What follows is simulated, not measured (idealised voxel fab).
Documented hereafter: the process module known as voxel transistor to metal.
The figure presents cross-section cut, which has a width of 205 nm and is divided into square cells with an edge length of 5 nm.
Reading order for cross-sections: top band down to bottom band. Underlying form: a grid of square cells. Band size: one or more rows of cells. For a band, the entry starts with two heights in nm, that of the top and then that of the bottom, and carries on with the band's materials in order from left to right, each alongside its width in nm; the word "full width" beside a single material means it fills the band edge to edge, and "empty" means empty space. Heights are measured from 0, the level below which the as-received wafer is all one material; the lowest band has no bottom and continues downward, written as in "0 down". When a width is written as two numbers, as in "30 to 40", the first number is the width in the top row of cells of the band and the second is the width in its bottom row, and the width changes by the same amount from each row to the next. "identical to before", as given for a step, is the statement that not any cell of the cross-section underwent a change during that step. The list in "Encapsulated voids" covers empty spaces of 8 cells or more that cannot reach the top through any open way, and it gives each as width x height at distance; the distance is from the left edge, and width, height and distance are in nm. Note: text after step settings on the step line = simulator remark on that step. What "overlay nm" on a step's line means: if the step has a mask, that mask lay this far to the right of its planned place, or, when the value is negative, to the left.
# Process steps (planned)
| 1 | RECEIVE with material Si |
| 2 | OXIDIZE with depth nm 5 |
| 3 | CONFORMAL_DEP with material SiN, thk nm 15 |
| 4 | PATTERN with tone cover, mask id ACTIVE, material resist, width nm 100, thk nm 15, overlay nm 0 |
| 5 | DIRECTIONAL_ETCH with etch materials SiN, depth nm 15 |
| 6 | DIRECTIONAL_ETCH with etch materials SiO2, depth nm 5 |
| 7 | DIRECTIONAL_ETCH with etch materials Si, depth nm 30 |
| 8 | STRIP with etch materials resist |
| 9 | OXIDIZE with depth nm 5 |
| 10 | FILL_DEP with material SiO2, thk nm 10 |
| 11 | CMP with height nm 15 |
| 12 | SELECTIVE_ETCH with etch materials SiO2, depth nm 5 |
| 13 | STRIP with etch materials SiN |
| 14 | SELECTIVE_ETCH with etch materials SiO2, depth nm 5 |
| 15 | OXIDIZE with depth nm 5 |
| 16 | DIRECTIONAL_DEP with material polySi, thk nm 30 |
| 17 | DIRECTIONAL_DEP with material SiCN, thk nm 15 |
| 18 | MASKED_ETCH with tone cover, mask id GATE, width nm 20, etch materials SiCN, depth nm 25, overlay nm 0 |
| 19 | MASKED_ETCH with tone cover, mask id GATE, width nm 20, etch materials polySi, depth nm 40, overlay nm 0 |
| 20 | CONFORMAL_DEP with material SiN, thk nm 10 |
| 21 | DIRECTIONAL_ETCH with etch materials SiN, depth nm 10 |
| 22 | DIRECTIONAL_ETCH with etch materials SiO2, depth nm 5 |
| 23 | DIRECTIONAL_ETCH with etch materials Si, depth nm 10 |
| 24 | EPI with material SiGe, thk nm 15 |
| 25 | FILL_DEP with material SiO2, thk nm 10 |
| 26 | CMP with height nm 40 |
| 27 | DIRECTIONAL_DEP with material SiO2, thk nm 10 |
| 28 | PATTERN with tone open, mask id CONTACT, material resist, width nm 20, pitch nm 70, thk nm 15, overlay nm 0 |
| 29 | DIRECTIONAL_ETCH with etch materials SiO2, depth nm 55 |
| 30 | STRIP with etch materials resist |
| 31 | CONFORMAL_DEP with material TiN, thk nm 5 |
| 32 | FILL_DEP with material W, thk nm 10 |
| 33 | CMP with height nm 50 |
| 34 | DIRECTIONAL_DEP with material TiN, thk nm 5 |
| 35 | DIRECTIONAL_DEP with material Ru, thk nm 25 |
| 36 | MASKED_ETCH with tone cover, mask id METAL_1, width nm 20, pitch nm 70, etch materials Ru, depth nm 25, overlay nm 0 |
| 37 | MASKED_ETCH with tone cover, mask id METAL_1, width nm 20, pitch nm 70, etch materials TiN, depth nm 5, overlay nm 0 |
| 38 | FILL_DEP with material SiO2, thk nm 5 |
| 39 | CMP with height nm 80 |
| 40 | CONFORMAL_DEP with material SiN, thk nm 5 |
# The first of a set of two wafers, run to plan
# Wafer at receipt (post step 1), cross-section
* 0 down  Si full width
* Encapsulated voids: none
# Presented here is a cross-section of the wafer after step 2 has been performed
* 0 to -5  SiO2 full width
* Heights below -5 show no change.
# Presented here is a cross-section of the wafer after step 3 has been performed
* 15 to 0  SiN full width
* Heights below 0 show no change.
# Presented here is a cross-section of the wafer after step 4 has been performed
* 30 to 15  empty (50), then resist (100), then empty (55)
* Heights below 15 show no change.
# Presented here is a cross-section of the wafer after step 5 has been performed
* 30 to 15  empty (50), then resist (100), then empty (55)
* 15 to 0  empty (50), then SiN (100), then empty (55)
* Heights below 0 show no change.
# Presented here is a cross-section of the wafer after step 6 has been performed
* 30 to 15  empty (50), then resist (100), then empty (55)
* 15 to 0  empty (50), then SiN (100), then empty (55)
* 0 to -5  empty (50), then SiO2 (100), then empty (55)
* Heights below -5 show no change.
# Presented here is a cross-section of the wafer after step 7 has been performed
* 30 to 15  empty (50), then resist (100), then empty (55)
* 15 to 0  empty (50), then SiN (100), then empty (55)
* 0 to -5  empty (50), then SiO2 (100), then empty (55)
* -5 to -35  empty (50), then Si (100), then empty (55)
* Heights below -35 show no change.
# Presented here is a cross-section of the wafer after step 8 has been performed
* 15 to 0  empty (50), then SiN (100), then empty (55)
* Heights below 0 show no change.
# Presented here is a cross-section of the wafer after step 9 has been performed
* 15 to 0  empty (50), then SiN (100), then empty (55)
* 0 to -5  empty (50), then SiO2 (100), then empty (55)
* -5 to -35  empty (50), then SiO2 (5), then Si (90), then SiO2 (5), then empty (55)
* -35 to -40  SiO2 (55), then Si (90), then SiO2 (60)
* Heights below -40 show no change.
# Presented here is a cross-section of the wafer after step 10 has been performed
* 25 to 15  SiO2 full width
* 15 to 0  SiO2 (50), then SiN (100), then SiO2 (55)
* 0 to -5  SiO2 full width
* -5 to -40  SiO2 (55), then Si (90), then SiO2 (60)
* Heights below -40 show no change.
# Presented here is a cross-section of the wafer after step 11 has been performed
* 15 to 0  SiO2 (50), then SiN (100), then SiO2 (55)
* Heights below 0 show no change.
# Presented here is a cross-section of the wafer after step 12 has been performed
* 15 to 10  empty (50), then SiN (100), then empty (55)
* Heights below 10 show no change.
# Presented here is a cross-section of the wafer after step 13 has been performed
* 10 to 0  SiO2 (50), then empty (100), then SiO2 (55)
* Heights below 0 show no change.
# Presented here is a cross-section of the wafer after step 14 has been performed
* 5 to -5  SiO2 (45), then empty (110), then SiO2 (50)
* Heights below -5 show no change.
# Presented here is a cross-section of the wafer after step 15 has been performed
* 5 to -5  SiO2 (45), then empty (110), then SiO2 (50)
* -5 to -10  SiO2 full width
* Heights below -10 show no change.
# Presented here is a cross-section of the wafer after step 16 has been performed
* 35 to 25  polySi (45), then empty (110), then polySi (50)
* 25 to 5  polySi full width
* 5 to -5  SiO2 (45), then polySi (110), then SiO2 (50)
* Heights below -5 show no change.
# Presented here is a cross-section of the wafer after step 17 has been performed
* 50 to 40  SiCN (45), then empty (110), then SiCN (50)
* 40 to 35  SiCN full width
* 35 to 25  polySi (45), then SiCN (110), then polySi (50)
* Heights below 25 show no change.
# Presented here is a cross-section of the wafer after step 18 has been performed
* 40 to 35  empty (90), then SiCN (20), then empty (95)
* 35 to 25  polySi (45), then empty (45), then SiCN (20), then empty (45), then polySi (50)
* Heights below 25 show no change.
# Presented here is a cross-section of the wafer after step 19 has been performed
* 40 to 25  empty (90), then SiCN (20), then empty (95)
* 25 to 5  empty (90), then polySi (20), then empty (95)
* 5 to -5  SiO2 (45), then empty (45), then polySi (20), then empty (45), then SiO2 (50)
* Heights below -5 show no change.
# Presented here is a cross-section of the wafer after step 20 has been performed
* 50 to 40  empty (80), then SiN (40), then empty (85)
* 40 to 25  empty (80), then SiN (10), then SiCN (20), then SiN (10), then empty (85)
* 25 to 15  empty (80), then SiN (10), then polySi (20), then SiN (10), then empty (85)
* 15 to 5  SiN (55), then empty (25), then SiN (10), then polySi (20), then SiN (10), then empty (25), then SiN (60)
* 5 to -5  SiO2 (45), then SiN (45), then polySi (20), then SiN (45), then SiO2 (50)
* Heights below -5 show no change.
# Presented here is a cross-section of the wafer after step 21 has been performed
* 40 to 25  empty (80), then SiN (10), then SiCN (20), then SiN (10), then empty (85)
* 25 to 5  empty (80), then SiN (10), then polySi (20), then SiN (10), then empty (85)
* 5 to -5  SiO2 (45), then SiN (10), then empty (25), then SiN (10), then polySi (20), then SiN (10), then empty (25), then SiN (10), then SiO2 (50)
* Heights below -5 show no change.
# Presented here is a cross-section of the wafer after step 22 has been performed
* 40 to 25  empty (80), then SiN (10), then SiCN (20), then SiN (10), then empty (85)
* 25 to 5  empty (80), then SiN (10), then polySi (20), then SiN (10), then empty (85)
* 5 to 0  empty (45), then SiN (10), then empty (25), then SiN (10), then polySi (20), then SiN (10), then empty (25), then SiN (10), then empty (50)
* 0 to -5  SiO2 (45), then SiN (10), then empty (25), then SiN (10), then polySi (20), then SiN (10), then empty (25), then SiN (10), then SiO2 (50)
* -5 to -10  SiO2 (55), then empty (25), then SiO2 (40), then empty (25), then SiO2 (60)
* Heights below -10 show no change.
# Presented here is a cross-section of the wafer after step 23 has been performed
* 40 to 25  empty (80), then SiN (10), then SiCN (20), then SiN (10), then empty (85)
* 25 to 5  empty (80), then SiN (10), then polySi (20), then SiN (10), then empty (85)
* 5 to 0  empty (45), then SiN (10), then empty (25), then SiN (10), then polySi (20), then SiN (10), then empty (25), then SiN (10), then empty (50)
* 0 to -5  SiO2 (45), then SiN (10), then empty (25), then SiN (10), then polySi (20), then SiN (10), then empty (25), then SiN (10), then SiO2 (50)
* -5 to -10  SiO2 (55), then empty (25), then SiO2 (40), then empty (25), then SiO2 (60)
* -10 to -20  SiO2 (55), then empty (25), then Si (40), then empty (25), then SiO2 (60)
* Heights below -20 show no change.
# Presented here is a cross-section of the wafer after step 24 has been performed
* 40 to 25  empty (80), then SiN (10), then SiCN (20), then SiN (10), then empty (85)
* 25 to 5  empty (80), then SiN (10), then polySi (20), then SiN (10), then empty (85)
* 5 to 0  empty (45), then SiN (10), then empty (10), then SiGe (15), then SiN (10), then polySi (20), then SiN (10), then SiGe (15), then empty (10), then SiN (10), then empty (50)
* 0 to -5  SiO2 (45), then SiN (10), then empty (10), then SiGe (15), then SiN (10), then polySi (20), then SiN (10), then SiGe (15), then empty (10), then SiN (10), then SiO2 (50)
* -5 to -10  SiO2 (55), then SiGe (25), then SiO2 (40), then SiGe (25), then SiO2 (60)
* -10 to -20  SiO2 (55), then SiGe (25), then Si (40), then SiGe (25), then SiO2 (60)
* Heights below -20 show no change.
# Presented here is a cross-section of the wafer after step 25 has been performed
* 50 to 40  SiO2 full width
* 40 to 25  SiO2 (80), then SiN (10), then SiCN (20), then SiN (10), then SiO2 (85)
* 25 to 5  SiO2 (80), then SiN (10), then polySi (20), then SiN (10), then SiO2 (85)
* 5 to -5  SiO2 (45), then SiN (10), then SiO2 (10), then SiGe (15), then SiN (10), then polySi (20), then SiN (10), then SiGe (15), then SiO2 (10), then SiN (10), then SiO2 (50)
* Heights below -5 show no change.
# Presented here is a cross-section of the wafer after step 26 has been performed
* 40 to 25  SiO2 (80), then SiN (10), then SiCN (20), then SiN (10), then SiO2 (85)
* Heights below 25 show no change.
# Presented here is a cross-section of the wafer after step 27 has been performed
* 50 to 40  SiO2 full width
* Heights below 40 show no change.
# Presented here is a cross-section of the wafer after step 28 has been performed
* 65 to 50  resist (55), then empty (20), then resist (50), then empty (20), then resist (60)
* Heights below 50 show no change.
# Presented here is a cross-section of the wafer after step 29 has been performed
* 65 to 50  resist (55), then empty (20), then resist (50), then empty (20), then resist (60)
* 50 to 40  SiO2 (55), then empty (20), then SiO2 (50), then empty (20), then SiO2 (60)
* 40 to 25  SiO2 (55), then empty (20), then SiO2 (5), then SiN (10), then SiCN (20), then SiN (10), then SiO2 (5), then empty (20), then SiO2 (60)
* 25 to 5  SiO2 (55), then empty (20), then SiO2 (5), then SiN (10), then polySi (20), then SiN (10), then SiO2 (5), then empty (20), then SiO2 (60)
* 5 to -5  SiO2 (45), then SiN (10), then empty (10), then SiGe (15), then SiN (10), then polySi (20), then SiN (10), then SiGe (15), then empty (10), then SiN (10), then SiO2 (50)
* Heights below -5 show no change.
# Presented here is a cross-section of the wafer after step 30 has been performed
* 50 to 40  SiO2 (55), then empty (20), then SiO2 (50), then empty (20), then SiO2 (60)
* Heights below 40 show no change.
# Presented here is a cross-section of the wafer after step 31 has been performed
* 55 to 50  TiN (60), then empty (10), then TiN (60), then empty (10), then TiN (65)
* 50 to 40  SiO2 (55), then TiN (5), then empty (10), then TiN (5), then SiO2 (50), then TiN (5), then empty (10), then TiN (5), then SiO2 (60)
* 40 to 25  SiO2 (55), then TiN (5), then empty (10), then TiN (5), then SiO2 (5), then SiN (10), then SiCN (20), then SiN (10), then SiO2 (5), then TiN (5), then empty (10), then TiN (5), then SiO2 (60)
* 25 to 10  SiO2 (55), then TiN (5), then empty (10), then TiN (5), then SiO2 (5), then SiN (10), then polySi (20), then SiN (10), then SiO2 (5), then TiN (5), then empty (10), then TiN (5), then SiO2 (60)
* 10 to 5  SiO2 (55), then TiN (20), then SiO2 (5), then SiN (10), then polySi (20), then SiN (10), then SiO2 (5), then TiN (20), then SiO2 (60)
* 5 to -5  SiO2 (45), then SiN (10), then TiN (10), then SiGe (15), then SiN (10), then polySi (20), then SiN (10), then SiGe (15), then TiN (10), then SiN (10), then SiO2 (50)
* Heights below -5 show no change.
# Presented here is a cross-section of the wafer after step 32 has been performed
* 65 to 55  W full width
* 55 to 50  TiN (60), then W (10), then TiN (60), then W (10), then TiN (65)
* 50 to 40  SiO2 (55), then TiN (5), then W (10), then TiN (5), then SiO2 (50), then TiN (5), then W (10), then TiN (5), then SiO2 (60)
* 40 to 25  SiO2 (55), then TiN (5), then W (10), then TiN (5), then SiO2 (5), then SiN (10), then SiCN (20), then SiN (10), then SiO2 (5), then TiN (5), then W (10), then TiN (5), then SiO2 (60)
* 25 to 10  SiO2 (55), then TiN (5), then W (10), then TiN (5), then SiO2 (5), then SiN (10), then polySi (20), then SiN (10), then SiO2 (5), then TiN (5), then W (10), then TiN (5), then SiO2 (60)
* Heights below 10 show no change.
# Presented here is a cross-section of the wafer after step 33 has been performed
* 50 to 40  SiO2 (55), then TiN (5), then W (10), then TiN (5), then SiO2 (50), then TiN (5), then W (10), then TiN (5), then SiO2 (60)
* Heights below 40 show no change.
# Presented here is a cross-section of the wafer after step 34 has been performed
* 55 to 50  TiN full width
* Heights below 50 show no change.
# Presented here is a cross-section of the wafer after step 35 has been performed
* 80 to 55  Ru full width
* Heights below 55 show no change.
# Presented here is a cross-section of the wafer after step 36 has been performed
* 80 to 55  empty (55), then Ru (20), then empty (50), then Ru (20), then empty (60)
* Heights below 55 show no change.
# Presented here is a cross-section of the wafer after step 37 has been performed
* 80 to 55  empty (55), then Ru (20), then empty (50), then Ru (20), then empty (60)
* 55 to 50  empty (55), then TiN (20), then empty (50), then TiN (20), then empty (60)
* Heights below 50 show no change.
# Presented here is a cross-section of the wafer after step 38 has been performed
* 85 to 80  SiO2 full width
* 80 to 55  SiO2 (55), then Ru (20), then SiO2 (50), then Ru (20), then SiO2 (60)
* 55 to 50  SiO2 (55), then TiN (20), then SiO2 (50), then TiN (20), then SiO2 (60)
* Heights below 50 show no change.
# Presented here is a cross-section of the wafer after step 39 has been performed
* 80 to 55  SiO2 (55), then Ru (20), then SiO2 (50), then Ru (20), then SiO2 (60)
* Heights below 55 show no change.
# Presented here is a cross-section of the wafer after step 40 has been performed
* 85 to 80  SiN full width
* Heights below 80 show no change.
# Second wafer. Start and plan as for the first. One mistake made in running. Agrees with the first up to and including step 25
# The second wafer in cross-section, at the planned close of step 26
* 30 to 25  SiO2 (80), then SiN (10), then SiCN (20), then SiN (10), then SiO2 (85)
* Heights below 25 show no change.
# The second wafer in cross-section, at the planned close of step 27
* 40 to 30  SiO2 full width
* Heights below 30 show no change.
# The second wafer in cross-section, at the planned close of step 28
* 55 to 40  resist (55), then empty (20), then resist (50), then empty (20), then resist (60)
* Heights below 40 show no change.
# The second wafer in cross-section, at the planned close of step 29
* 55 to 40  resist (55), then empty (20), then resist (50), then empty (20), then resist (60)
* 40 to 30  SiO2 (55), then empty (20), then SiO2 (50), then empty (20), then SiO2 (60)
* 30 to 25  SiO2 (55), then empty (20), then SiO2 (5), then SiN (10), then SiCN (20), then SiN (10), then SiO2 (5), then empty (20), then SiO2 (60)
* 25 to 5  SiO2 (55), then empty (20), then SiO2 (5), then SiN (10), then polySi (20), then SiN (10), then SiO2 (5), then empty (20), then SiO2 (60)
* 5 to -5  SiO2 (45), then SiN (10), then empty (10), then SiGe (15), then SiN (10), then polySi (20), then SiN (10), then SiGe (15), then empty (10), then SiN (10), then SiO2 (50)
* Heights below -5 show no change.
# The second wafer in cross-section, at the planned close of step 30
* 40 to 30  SiO2 (55), then empty (20), then SiO2 (50), then empty (20), then SiO2 (60)
* Heights below 30 show no change.
# The second wafer in cross-section, at the planned close of step 31
* 45 to 40  TiN (60), then empty (10), then TiN (60), then empty (10), then TiN (65)
* 40 to 30  SiO2 (55), then TiN (5), then empty (10), then TiN (5), then SiO2 (50), then TiN (5), then empty (10), then TiN (5), then SiO2 (60)
* 30 to 25  SiO2 (55), then TiN (5), then empty (10), then TiN (5), then SiO2 (5), then SiN (10), then SiCN (20), then SiN (10), then SiO2 (5), then TiN (5), then empty (10), then TiN (5), then SiO2 (60)
* 25 to 10  SiO2 (55), then TiN (5), then empty (10), then TiN (5), then SiO2 (5), then SiN (10), then polySi (20), then SiN (10), then SiO2 (5), then TiN (5), then empty (10), then TiN (5), then SiO2 (60)
* 10 to 5  SiO2 (55), then TiN (20), then SiO2 (5), then SiN (10), then polySi (20), then SiN (10), then SiO2 (5), then TiN (20), then SiO2 (60)
* 5 to -5  SiO2 (45), then SiN (10), then TiN (10), then SiGe (15), then SiN (10), then polySi (20), then SiN (10), then SiGe (15), then TiN (10), then SiN (10), then SiO2 (50)
* Heights below -5 show no change.
# The second wafer in cross-section, at the planned close of step 32
* 55 to 45  W full width
* 45 to 40  TiN (60), then W (10), then TiN (60), then W (10), then TiN (65)
* 40 to 30  SiO2 (55), then TiN (5), then W (10), then TiN (5), then SiO2 (50), then TiN (5), then W (10), then TiN (5), then SiO2 (60)
* 30 to 25  SiO2 (55), then TiN (5), then W (10), then TiN (5), then SiO2 (5), then SiN (10), then SiCN (20), then SiN (10), then SiO2 (5), then TiN (5), then W (10), then TiN (5), then SiO2 (60)
* 25 to 10  SiO2 (55), then TiN (5), then W (10), then TiN (5), then SiO2 (5), then SiN (10), then polySi (20), then SiN (10), then SiO2 (5), then TiN (5), then W (10), then TiN (5), then SiO2 (60)
* Heights below 10 show no change.
# The second wafer in cross-section, at the planned close of step 33
* 50 to 45  W full width
* Heights below 45 show no change.
# The second wafer in cross-section, at the planned close of step 34
* 55 to 50  TiN full width
* Heights below 50 show no change.
# The second wafer in cross-section, at the planned close of step 35
* 80 to 55  Ru full width
* Heights below 55 show no change.
# The second wafer in cross-section, at the planned close of step 36
* 80 to 55  empty (55), then Ru (20), then empty (50), then Ru (20), then empty (60)
* Heights below 55 show no change.
# The second wafer in cross-section, at the planned close of step 37
* 80 to 55  empty (55), then Ru (20), then empty (50), then Ru (20), then empty (60)
* 55 to 50  empty (55), then TiN (20), then empty (50), then TiN (20), then empty (60)
* Heights below 50 show no change.
# The second wafer in cross-section, at the planned close of step 38
* 85 to 80  SiO2 full width
* 80 to 55  SiO2 (55), then Ru (20), then SiO2 (50), then Ru (20), then SiO2 (60)
* 55 to 50  SiO2 (55), then TiN (20), then SiO2 (50), then TiN (20), then SiO2 (60)
* Heights below 50 show no change.
# The second wafer in cross-section, at the planned close of step 39
* 80 to 55  SiO2 (55), then Ru (20), then SiO2 (50), then Ru (20), then SiO2 (60)
* Heights below 55 show no change.
# The second wafer in cross-section, at the planned close of step 40
* 85 to 80  SiN full width
* Heights below 80 show no change.
Want to know what went wrong? not per plan at step 26, really ran CMP with height nm 30
Wrapping up, a cell-based count of both wafers puts the second over or under the first for these materials: SiCN -8 | SiN -8 | SiO2 -50 | TiN +29 | W +37
